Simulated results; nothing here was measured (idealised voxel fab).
Herein follows the process module entitled voxel ribs on slabs.
Section cut is 190 nm wide and gridded with 5 nm square cells.
A cross-section in this document is a grid of square cells, and it is written down as bands, the top band listed before the ones below it; a band is made up of one or more rows of cells. Heads up on the band format: heights come first, top then bottom, in nm. After that it's the materials left to right, each with its width in nm. A single material flagged "everywhere" fills the whole band edge to edge, and "air" means there's empty space there. The level at which height equals 0 is the one under which the wafer, as it arrives, is entirely one material. No lower edge exists for the bottom band, which continues downward and is notated as in "0 and below". Per-row width for "30..40": begins at first number (top row of band), ends at second number (bottom row), increment between rows held constant. "no modification", as given for a step, is the statement that not any cell of the cross-section underwent a change during that step. Entry "Fully sealed cavities". Content: empty spaces with no open connection to the top, size 8 cells or greater. Each: width x height at distance. Distance: from left edge. Unit: nm. Text after the settings on a step's line: the simulator's own remark on that step. Among the settings permitted on a step's line is "overlay nm"; applied to a step with a mask, it specifies the extent to which the mask lay to the right of its planned position, whereas a negative figure signifies a position to the left.

Here's what the planned process steps look like
| 1 | RECEIVE, material Si |
| 2 | DIRECTIONAL_DEP, material SiO2, thk nm 25 |
| 3 | DIRECTIONAL_DEP, material polySi, thk nm 25 |
| 4 | DIRECTIONAL_DEP, material aC, thk nm 15 |
| 5 | PATTERN, tone cover, mask id RIB, material resist, width nm 30, thk nm 35, overlay nm 0 |
| 6 | DIRECTIONAL_ETCH, etch materials aC, depth nm 15 |
| 7 | STRIP, etch materials resist |
| 8 | DIRECTIONAL_ETCH, etch materials polySi, depth nm 10 |
| 9 | STRIP, etch materials aC |
| 10 | MASKED_ETCH, tone cover, mask id SLAB, width nm 90, etch materials polySi, depth nm 15, overlay nm 0 |
| 11 | FILL_DEP, material SiO2, thk nm 20 |
| 12 | CMP, height nm 65 |
| 13 | DIRECTIONAL_DEP, material W, thk nm 5 |
| 14 | PATTERN, tone cover, mask id HEATER, material resist, width nm 40, thk nm 15, overlay nm 0 |
| 15 | DIRECTIONAL_ETCH, etch materials W, depth nm 5 |
| 16 | STRIP, etch materials resist |
| 17 | CONFORMAL_DEP, material SiO2, thk nm 5 |

Cross-sectional view of the wafer in its as-received condition, corresponding to the state after step 1
> 0 and below | Si everywhere
> Fully sealed cavities: none

Cross-sectional view of the first of the two wafers upon completion of the module, processed in accordance with the plan
> 75 down to 70 | air (70)  SiO2 (50)  air (70)
> 70 down to 65 | SiO2 (75)  W (40)  SiO2 (75)
> 65 down to 50 | SiO2 everywhere
> 50 down to 40 | SiO2 (80)  polySi (30)  SiO2 (80)
> 40 down to 25 | SiO2 (50)  polySi (90)  SiO2 (50)
> 25 down to 0 | SiO2 everywhere
> 0 and below | Si everywhere
> Fully sealed cavities: none

Cross-sectional view of the second of two wafers upon completion of the module. This wafer shared its starting condition and process plan with the first; one error was made during its execution
> 75 down to 70 | SiO2 (80)  air (30)  SiO2 (80)
> 70 down to 65 | W (75)  SiO2 (40)  W (75)
> 65 down to 50 | SiO2 everywhere
> 50 down to 40 | SiO2 (80)  polySi (30)  SiO2 (80)
> 40 down to 25 | SiO2 (50)  polySi (90)  SiO2 (50)
> 25 down to 0 | SiO2 everywhere
> 0 and below | Si everywhere
> Fully sealed cavities: none
Here's what went sideways: so step 14 ended up running with a different setting than we planned, it ran as PATTERN, tone open, mask id HEATER, material resist, width nm 40, thk nm 15, overlay nm 0
Final difference in cells, second wafer against first, listed per material as more or fewer: W +22
